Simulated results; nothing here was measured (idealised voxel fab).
This section sets out a process module, namely voxel released beams.
The cross-section on display is named cut; it measures 155 nm wide, and its cells are 5 nm squares.
Bands, listed from the top down, are how a cross-section gets written in this document; the cross-section itself is a grid of square cells, and a band is one or more rows of them.
Each band's line starts with the height of the band's top and of its bottom, in nm. Then come its materials from left to right, each with its width in nm. One material with "full width" fills the band from edge to edge. "empty" is empty space.
Heights are measured from 0, the level below which the as-received wafer is all one material; the lowest band has no bottom and continues downward, written as in "0 down".
The expression "30 to 40" gives the width at the extremes of the band, the first number at its top row of cells and the second at its bottom row, with the width changing by equal amounts from each row to the next in between.
No cell of the cross-section changed in a step that is given as "no modification".
You'll see "Closed void register" listing empty spaces that have no way open to the top, as long as they're 8 cells or more; the notation is width x height at distance, where the distance is from the left edge, and all of it is in nm.
Note: text after step settings on the step line = simulator remark on that step.
overlay nm: for a step with a mask, the amount by which the mask lay right of where it was planned; a negative amount means left of it.

## Process steps (planned)
1) RECEIVE: material Si
2) CONFORMAL_DEP: material Al2O3, thk nm 5
3) DIRECTIONAL_DEP: material SiO2, thk nm 10
4) DIRECTIONAL_DEP: material aC, thk nm 15
5) PATTERN: tone open, mask id ANCHOR, material resist, width nm 40, thk nm 35, overlay nm 0
6) DIRECTIONAL_ETCH: etch materials aC, depth nm 15
7) STRIP: etch materials resist
8) DIRECTIONAL_ETCH: etch materials SiO2, depth nm 10
9) STRIP: etch materials aC
10) CONFORMAL_DEP: material SiN, thk nm 15
11) MASKED_ETCH: tone cover, mask id BEAM, width nm 100, etch materials SiN, depth nm 15, overlay nm 0
12) STRIP: etch materials SiO2

## Here's what the wafer looked like in cross-section when it arrived - that's after step 1
	0 down: Si full width
	Closed void register: none

## End state of the module in cross-section, given the above starting point and plan and one mistake in execution
	30 to 20: empty=25 / SiN=30 / empty=10 / SiN=60 / empty=30
	20 to 15: empty=25 / SiN=100 / empty=30
	15 to 5: empty=40 / SiN=40 / empty=75
	5 to 0: Al2O3 full width
	0 down: Si full width
	Closed void register: none
Nonconformance to the process plan: step 5: run off-plan, actual operation and settings PATTERN: tone open, mask id ANCHOR, material resist, width nm 40, thk nm 35, overlay nm 10
